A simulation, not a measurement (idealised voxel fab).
process module | voxel self aligned contacts
cross-section cut | 210 nm wide | cells 5 nm
A cross-section is a grid of square cells, given in bands from the top down. A band is one or more rows of cells.
Each band's line starts with the height of the band's top and of its bottom, in nm. Then come its materials from left to right, each with its width in nm. One material with "throughout" fills the band from edge to edge. "air" is empty space.
Height 0 is the level under which the wafer as received is all one material. The lowest band goes on downwards, as in "0 down".
A width such as "30 to 40" changes by the same amount from each row of cells to the next, from the band's top row to its bottom row.
"no change" after a step means that no cell of the cross-section changed.
closed voids: empty space of 8 cells or more with no open way to the top, each as width x height at its distance from the left edge, in nm
after a step's settings: what the simulator itself notes on the step
overlay nm, on a step with a mask: how far to the right of its planned place the mask lay; to the left if negative
plan
1 op RECEIVE | material Si
2 op CONFORMAL_DEP | material SiO2 | thk nm 5
3 op DIRECTIONAL_DEP | material polySi | thk nm 20
4 op DIRECTIONAL_DEP | material SiN | thk nm 15
5 op DIRECTIONAL_DEP | material aC | thk nm 10
6 op PATTERN | tone cover | mask id GATE | material resist | width nm 25 | pitch nm 60 | thk nm 25 | overlay nm 0
7 op DIRECTIONAL_ETCH | etch materials aC | depth nm 10
8 op STRIP | etch materials resist
9 op DIRECTIONAL_ETCH | etch materials SiN | depth nm 15
10 op DIRECTIONAL_ETCH | etch materials polySi | depth nm 20
11 op STRIP | etch materials aC
12 op CONFORMAL_DEP | material SiN | thk nm 5
13 op DIRECTIONAL_ETCH | etch materials SiN | depth nm 5
14 op FILL_DEP | material SiO2 | thk nm 10
15 op CMP | height nm 45
16 op PATTERN | tone open | mask id CONTACT | material resist | width nm 35 | thk nm 15 | overlay nm 0
17 op DIRECTIONAL_ETCH | etch materials SiO2 | depth nm 45
18 op STRIP | etch materials resist
19 op CONFORMAL_DEP | material TiN | thk nm 5
20 op FILL_DEP | material W | thk nm 10
21 op CMP | height nm 45
22 op CONFORMAL_DEP | material SiCN | thk nm 5
varied across the wafers: width nm of step 6. The plan shows the first wafer's value. All wafers start alike
first wafer as received, after step 1
  0 down: Si throughout
  closed voids: none
each wafer at the end: cells of each material gained (+) or lost (-) since it was received, then its closed voids
width nm 25 | +42 SiCN | +58 SiN | +233 SiO2 | +23 TiN | +24 W | +40 polySi | closed voids: none
width nm 30 | +42 SiCN | +64 SiN | +227 SiO2 | +23 TiN | +16 W | +48 polySi | closed voids: none
width nm 35 | +42 SiCN | +70 SiN | +221 SiO2 | +23 TiN | +8 W | +56 polySi | closed voids: none
width nm 40 | +42 SiCN | +76 SiN | +215 SiO2 | +23 TiN | +64 polySi | closed voids: none
width nm 45 | +42 SiCN | +82 SiN | +209 SiO2 | +15 TiN | +72 polySi | closed voids: none
